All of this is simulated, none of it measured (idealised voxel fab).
Proc. module: voxel self aligned contacts
This is section cut - it's 285 nm across, gridded in 5 nm square cells.
In what follows, cross-sections appear as grids of square cells, described through bands that run from the top down, where every band is one or more rows of cells. Top, bottom (nm), then materials left to right with widths (nm); lone material tagged "all across" fills the whole band edge to edge; "air" = empty space. Basically, 0 is our baseline, since under it the wafer straight out of the box is all one material. The bottom band has no lower end and keeps on going down, so it looks like "top 0, no bottom". Quick explanation for "30 to 40": the width changes in equal steps down the rows of cells, from the first number in the band's top row to the second number in its bottom row. Step note "nothing got changed" = no cross-section cell changed. You'll see "Closed cavities" listing empty spaces that have no way open to the top, as long as they're 8 cells or more; the notation is width x height at distance, where the distance is from the left edge, and all of it is in nm. Heads up: the bit after the settings on a step's line is the simulator's remark on that step. overlay nm: right-of-plan distance of the mask on a masked step; negative values mean left-of-plan.

Listed below are the process steps as planned
1) RECEIVE,material Si
2) OXIDIZE,depth nm 5
3) DIRECTIONAL_DEP,material polySi,thk nm 20
4) DIRECTIONAL_DEP,material SiN,thk nm 20
5) MASKED_ETCH,tone cover,mask id GATE,width nm 30,pitch nm 60,etch materials SiN,depth nm 20,overlay nm -15
6) MASKED_ETCH,tone cover,mask id GATE,width nm 30,pitch nm 60,etch materials polySi,depth nm 20,overlay nm 0
7) CONFORMAL_DEP,material SiN,thk nm 5
8) DIRECTIONAL_ETCH,etch materials SiN,depth nm 5
9) FILL_DEP,material SiO2,thk nm 15
10) CMP,height nm 45
11) MASKED_ETCH,tone open,mask id CONTACT,width nm 40,etch materials SiO2,depth nm 50,overlay nm 0
12) CONFORMAL_DEP,material TiN,thk nm 5
13) FILL_DEP,material W,thk nm 10
14) CMP,height nm 45
15) CONFORMAL_DEP,material SiN,thk nm 5
Across this set of wafers, the varied parameter is the overlay nm of step 5. Starting conditions are identical for every wafer, and the plan reports the value assigned to the first wafer.

Cross-sectional view of the first of several wafers in the as-received condition, corresponding to the state following step 1
  top 0, no bottom  Si all across
  Closed cavities: none

The first of several wafers, seen in cross-section after the module's last step, step 15
  top 50, bottom 45  SiN all across
  top 45, bottom 40  120 SiO2, then 5 TiN, then 5 W, then 30 TiN, then 125 SiO2
  top 40, bottom 25  75 SiO2, then 40 SiN, then 5 SiO2, then 5 TiN, then 5 W, then 5 TiN, then 40 SiN, then 110 SiO2
  top 25, bottom 20  75 SiO2, then 40 SiN, then 5 SiO2, then 15 TiN, then 40 SiN, then 110 SiO2
  top 20, bottom 0  75 SiO2, then 5 SiN, then 45 polySi, then 5 SiN, then 5 TiN, then 5 SiN, then 45 polySi, then 5 SiN, then 95 SiO2
  top 0, bottom -5  130 SiO2, then 5 TiN, then 150 SiO2
  top -5, no bottom  Si all across
  Closed cavities: none

At the end of the module, the last of several wafers in cross-section
  top 50, bottom 45  SiN all across
  top 45, bottom 40  120 SiO2, then 30 TiN, then 5 W, then 5 TiN, then 125 SiO2
  top 40, bottom 25  105 SiO2, then 40 SiN, then 5 TiN, then 5 W, then 5 TiN, then 5 SiO2, then 40 SiN, then 80 SiO2
  top 25, bottom 20  105 SiO2, then 40 SiN, then 15 TiN, then 5 SiO2, then 40 SiN, then 80 SiO2
  top 20, bottom 0  90 SiO2, then 5 SiN, then 45 polySi, then 5 SiN, then 5 TiN, then 5 SiN, then 45 polySi, then 5 SiN, then 80 SiO2
  top 0, bottom -5  145 SiO2, then 5 TiN, then 135 SiO2
  top -5, no bottom  Si all across
  Closed cavities: none

The rows of the table below are wafers. Looking at the end of the module, a row counts, for every material, the cells the wafer has gained, shown as (+), or lost, shown as (-), since it was received; its closed voids come next
overlay nm -15; -57 Si; +137 SiN; +393 SiO2; +21 TiN; +4 W; +72 polySi; Closed cavities: none
overlay nm -10; -57 Si; +137 SiN; +392 SiO2; +26 TiN; +8 W; +64 polySi; Closed cavities: none
overlay nm -5; -57 Si; +137 SiN; +395 SiO2; +26 TiN; +13 W; +56 polySi; Closed cavities: none
overlay nm 0; -57 Si; +137 SiN; +398 SiO2; +26 TiN; +18 W; +48 polySi; Closed cavities: none
overlay nm 5; -57 Si; +137 SiN; +395 SiO2; +26 TiN; +13 W; +56 polySi; Closed cavities: none
overlay nm 10; -57 Si; +137 SiN; +392 SiO2; +26 TiN; +8 W; +64 polySi; Closed cavities: none
overlay nm 15; -57 Si; +137 SiN; +393 SiO2; +21 TiN; +4 W; +72 polySi; Closed cavities: none
